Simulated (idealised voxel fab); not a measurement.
The document below concerns the process module designated voxel plated lines.
Section cut is 220 nm wide and gridded with 5 nm square cells.
If you're reading a cross-section in this doc, picture square cells in a grid; it comes to you as bands, top ones listed first down to the bottom, and a band can be one or more rows of cells.
A band entry consists of two parts. The first gives the height of the band's top and the height of its bottom, in nm. The rest lists the band's materials from left to right, each with its width in nm. A single material labelled with the word "all across" fills the band from edge to edge, and the word "empty" marks empty space.
Beneath 0, the wafer as received is one material, and that level is where height counting begins. The lowest band goes on downward without a bottom; it is written like "top 0, no bottom".
Think of "30 to 40" as a width that walks from the first number to the second as you go down the band, top row to bottom row, taking equal-sized steps from row to row.
Given "no change" for a step, no cell of the cross-section differs between before and after that step.
"Closed cavity list" - sealed voids, min. 8 cells, no opening to top; format: width x height at distance (distance from left edge; nm throughout).
That trailing text on a step's line, after the settings, is the simulator's own remark on the step.
Each step line may optionally specify "overlay nm", which for a step with a mask gives the rightward distance between the mask's planned place and where it lay, a negative value indicating the leftward direction.
[Process steps (planned)]
step 1: RECEIVE with material Si
step 2: CONFORMAL_DEP with material Al2O3, thk nm 15
step 3: DIRECTIONAL_DEP with material TiN, thk nm 5
step 4: PATTERN with tone open, mask id LINES, material resist, width nm 15, pitch nm 30, thk nm 40, overlay nm 0
step 5: EPI with material Ru, thk nm 5
step 6: EPI with material Ru, thk nm 10
step 7: EPI with material Ru, thk nm 5
step 8: STRIP with etch materials resist
step 9: DIRECTIONAL_ETCH with etch materials TiN, depth nm 5
step 10: CONFORMAL_DEP with material SiCN, thk nm 5
[The cross-section here shows the wafer as received, i.e. in its state after step 1]
  top 0, no bottom = Si all across
  Closed cavity list: none
[The following cross-section depicts the wafer upon conclusion of the module. Processing commenced from the starting condition illustrated above and adhered to the plan illustrated above, save for one mistake in execution]
  top 45, bottom 40 = 65 of empty, 25 of SiCN, 5 of empty, 25 of SiCN, 5 of empty, 25 of SiCN, 70 of empty
  top 40, bottom 25 = 65 of empty, 5 of SiCN, 15 of Ru, 5 of SiCN, 5 of empty, 5 of SiCN, 15 of Ru, 5 of SiCN, 5 of empty, 5 of SiCN, 15 of Ru, 5 of SiCN, 70 of empty
  top 25, bottom 20 = 70 of SiCN, 15 of Ru, 15 of SiCN, 15 of Ru, 15 of SiCN, 15 of Ru, 75 of SiCN
  top 20, bottom 15 = Ru all across
  top 15, bottom 0 = Al2O3 all across
  top 0, no bottom = Si all across
  Closed cavity list: none
What broke from the plan during processing? step 3 went in with a setting other than planned; the actual run was DIRECTIONAL_DEP with material Ru, thk nm 5
